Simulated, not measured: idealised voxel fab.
Documented hereafter: the process module known as voxel double patterning.
Section cut is 210 nm wide and gridded with 5 nm square cells.
Just so we're on the same page, the cross-sections are grids of square cells, and they're listed out in bands top to bottom, each band one or more rows deep. In this notation a band is specified by the heights of its top and bottom, in that order and in nm, after which its materials appear from left to right, each paired with its width in nm. The word "edge to edge" attached to a single material means that material fills the band from edge to edge; the word "blank" stands for empty space. Note: height 0 marks the level under which the wafer is uniformly one material as received. Lowest band unbounded below, written "0 -> down". A two-number width, for instance "30->40", indicates that the width is equal to the first number in the top row of the band and to the second number in the bottom row, and that it changes by a constant amount per row of cells. Where a step carries "everything unchanged", the cross-section came out of it unchanged, cell for cell. "Fully enclosed voids" contains a list of empty spaces, each no smaller than 8 cells and without an open way to the top, written in the form width x height at distance with the distance from the left edge and all three in nm. On a step's line, text after the settings is the simulator commenting on that step. "overlay nm" answers the question of how far to the right of plan the mask lay on a step that has a mask, and when it is negative the answer is to the left.

Process steps foreseen in the plan
1. RECEIVE | material Si
2. CONFORMAL_DEP | material SiO2 | thk nm 10
3. DIRECTIONAL_DEP | material polySi | thk nm 10
4. DIRECTIONAL_DEP | material SiN | thk nm 5
5. PATTERN | tone open | mask id FIRST | material resist | width nm 15 | pitch nm 50 | thk nm 15 | overlay nm 0
6. DIRECTIONAL_ETCH | etch materials SiN | depth nm 5
7. STRIP | etch materials resist
8. DIRECTIONAL_DEP | material aC | thk nm 10
9. PATTERN | tone open | mask id SECOND | material resist | width nm 15 | pitch nm 50 | thk nm 25 | overlay nm 0
10. DIRECTIONAL_ETCH | etch materials aC | depth nm 10
11. STRIP | etch materials resist
12. DIRECTIONAL_ETCH | etch materials SiN | depth nm 5
13. STRIP | etch materials aC
14. DIRECTIONAL_ETCH | etch materials polySi | depth nm 10
15. STRIP | etch materials SiN

The first wafer of two, processed as planned

Incoming wafer in cross-section (state: after step 1)
* 0 -> down  Si edge to edge
* Fully enclosed voids: none

Cross-section through the wafer, step 2 finished
* 10 -> 0  SiO2 edge to edge
* Everything under 0 stays put, no change at all.

Cross-section through the wafer, step 3 finished
* 20 -> 10  polySi edge to edge
* Everything under 10 stays put, no change at all.

Cross-section through the wafer, step 4 finished
* 25 -> 20  SiN edge to edge
* Everything under 20 stays put, no change at all.

Cross-section through the wafer, step 5 finished
* 40 -> 25  resist (45), blank (15), resist (35), blank (15), resist (35), blank (15), resist (50)
* Everything under 25 stays put, no change at all.

Cross-section through the wafer, step 6 finished
* 40 -> 25  resist (45), blank (15), resist (35), blank (15), resist (35), blank (15), resist (50)
* 25 -> 20  SiN (45), blank (15), SiN (35), blank (15), SiN (35), blank (15), SiN (50)
* Everything under 20 stays put, no change at all.

Cross-section through the wafer, step 7 finished
* 25 -> 20  SiN (45), blank (15), SiN (35), blank (15), SiN (35), blank (15), SiN (50)
* Everything under 20 stays put, no change at all.

Cross-section through the wafer, step 8 finished
* 35 -> 30  aC (45), blank (15), aC (35), blank (15), aC (35), blank (15), aC (50)
* 30 -> 25  aC edge to edge
* 25 -> 20  SiN (45), aC (15), SiN (35), aC (15), SiN (35), aC (15), SiN (50)
* Everything under 20 stays put, no change at all.

Cross-section through the wafer, step 9 finished
* 60 -> 35  resist (70), blank (15), resist (35), blank (15), resist (75)
* 35 -> 30  aC (45), resist (15), aC (35), resist (15), aC (35), resist (15), aC (50)
* Everything under 30 stays put, no change at all.

Cross-section through the wafer, step 10 finished
* 50 -> 35  resist (70), blank (15), resist (35), blank (15), resist (75)
* 35 -> 30  aC (45), resist (15), aC (10), blank (15), aC (10), resist (15), aC (10), blank (15), aC (10), resist (15), aC (50)
* 30 -> 25  aC (70), blank (15), aC (35), blank (15), aC (75)
* Everything under 25 stays put, no change at all.

Cross-section through the wafer, step 11 finished
* 35 -> 30  aC (45), blank (15), aC (10), blank (15), aC (10), blank (15), aC (10), blank (15), aC (10), blank (15), aC (50)
* Everything under 30 stays put, no change at all.

Cross-section through the wafer, step 12 finished
* 35 -> 30  aC (45), blank (15), aC (10), blank (15), aC (10), blank (15), aC (10), blank (15), aC (10), blank (15), aC (50)
* 30 -> 25  aC (70), blank (15), aC (35), blank (15), aC (75)
* 25 -> 20  SiN (45), aC (15), SiN (10), blank (15), SiN (10), aC (15), SiN (10), blank (15), SiN (10), aC (15), SiN (50)
* Everything under 20 stays put, no change at all.

Cross-section through the wafer, step 13 finished
* 25 -> 20  SiN (45), blank (15), SiN (10), blank (15), SiN (10), blank (15), SiN (10), blank (15), SiN (10), blank (15), SiN (50)
* Everything under 20 stays put, no change at all.

Cross-section through the wafer, step 14 finished
* 25 -> 20  SiN (45), blank (15), SiN (10), blank (15), SiN (10), blank (15), SiN (10), blank (15), SiN (10), blank (15), SiN (50)
* 20 -> 10  polySi (45), blank (15), polySi (10), blank (15), polySi (10), blank (15), polySi (10), blank (15), polySi (10), blank (15), polySi (50)
* Everything under 10 stays put, no change at all.

Cross-section through the wafer, step 15 finished
* 20 -> 10  polySi (45), blank (15), polySi (10), blank (15), polySi (10), blank (15), polySi (10), blank (15), polySi (10), blank (15), polySi (50)
* Everything under 10 stays put, no change at all.

Wafer two of two - same starting point, same process plan, one mistake in execution; matches wafer one up to and including step 1

Cross-section of the second wafer at the time by which step 2 should have been completed according to the plan
* 10 -> 0  polySi edge to edge
* Everything under 0 stays put, no change at all.

Cross-section of the second wafer at the time by which step 3 should have been completed according to the plan
* 20 -> 10  SiO2 edge to edge
* Everything under 10 stays put, no change at all.

Cross-section of the second wafer at the time by which step 4 should have been completed according to the plan
* 25 -> 20  SiN edge to edge
* Everything under 20 stays put, no change at all.

Cross-section of the second wafer at the time by which step 5 should have been completed according to the plan
* 40 -> 25  resist (45), blank (15), resist (35), blank (15), resist (35), blank (15), resist (50)
* Everything under 25 stays put, no change at all.

Cross-section of the second wafer at the time by which step 6 should have been completed according to the plan
* 40 -> 25  resist (45), blank (15), resist (35), blank (15), resist (35), blank (15), resist (50)
* 25 -> 20  SiN (45), blank (15), SiN (35), blank (15), SiN (35), blank (15), SiN (50)
* Everything under 20 stays put, no change at all.

Cross-section of the second wafer at the time by which step 7 should have been completed according to the plan
* 25 -> 20  SiN (45), blank (15), SiN (35), blank (15), SiN (35), blank (15), SiN (50)
* Everything under 20 stays put, no change at all.

Cross-section of the second wafer at the time by which step 8 should have been completed according to the plan
* 35 -> 30  aC (45), blank (15), aC (35), blank (15), aC (35), blank (15), aC (50)
* 30 -> 25  aC edge to edge
* 25 -> 20  SiN (45), aC (15), SiN (35), aC (15), SiN (35), aC (15), SiN (50)
* Everything under 20 stays put, no change at all.

Cross-section of the second wafer at the time by which step 9 should have been completed according to the plan
* 60 -> 35  resist (70), blank (15), resist (35), blank (15), resist (75)
* 35 -> 30  aC (45), resist (15), aC (35), resist (15), aC (35), resist (15), aC (50)
* Everything under 30 stays put, no change at all.

Cross-section of the second wafer at the time by which step 10 should have been completed according to the plan
* 50 -> 35  resist (70), blank (15), resist (35), blank (15), resist (75)
* 35 -> 30  aC (45), resist (15), aC (10), blank (15), aC (10), resist (15), aC (10), blank (15), aC (10), resist (15), aC (50)
* 30 -> 25  aC (70), blank (15), aC (35), blank (15), aC (75)
* Everything under 25 stays put, no change at all.

Cross-section of the second wafer at the time by which step 11 should have been completed according to the plan
* 35 -> 30  aC (45), blank (15), aC (10), blank (15), aC (10), blank (15), aC (10), blank (15), aC (10), blank (15), aC (50)
* Everything under 30 stays put, no change at all.

Cross-section of the second wafer at the time by which step 12 should have been completed according to the plan
* 35 -> 30  aC (45), blank (15), aC (10), blank (15), aC (10), blank (15), aC (10), blank (15), aC (10), blank (15), aC (50)
* 30 -> 25  aC (70), blank (15), aC (35), blank (15), aC (75)
* 25 -> 20  SiN (45), aC (15), SiN (10), blank (15), SiN (10), aC (15), SiN (10), blank (15), SiN (10), aC (15), SiN (50)
* Everything under 20 stays put, no change at all.

Cross-section of the second wafer at the time by which step 13 should have been completed according to the plan
* 25 -> 20  SiN (45), blank (15), SiN (10), blank (15), SiN (10), blank (15), SiN (10), blank (15), SiN (10), blank (15), SiN (50)
* Everything under 20 stays put, no change at all.

Cross-section of the second wafer at the time by which step 14 should have been completed according to the plan: everything unchanged

Cross-section of the second wafer at the time by which step 15 should have been completed according to the plan
* 20 -> 10  SiO2 edge to edge
* Everything under 10 stays put, no change at all.
The mistake made against the process plan was this: ran 2 and 3 in swapped order versus the plan
Upon completion, the second wafer contains, in terms of cells, a greater or smaller amount of certain materials than the first wafer: 30 more of polySi
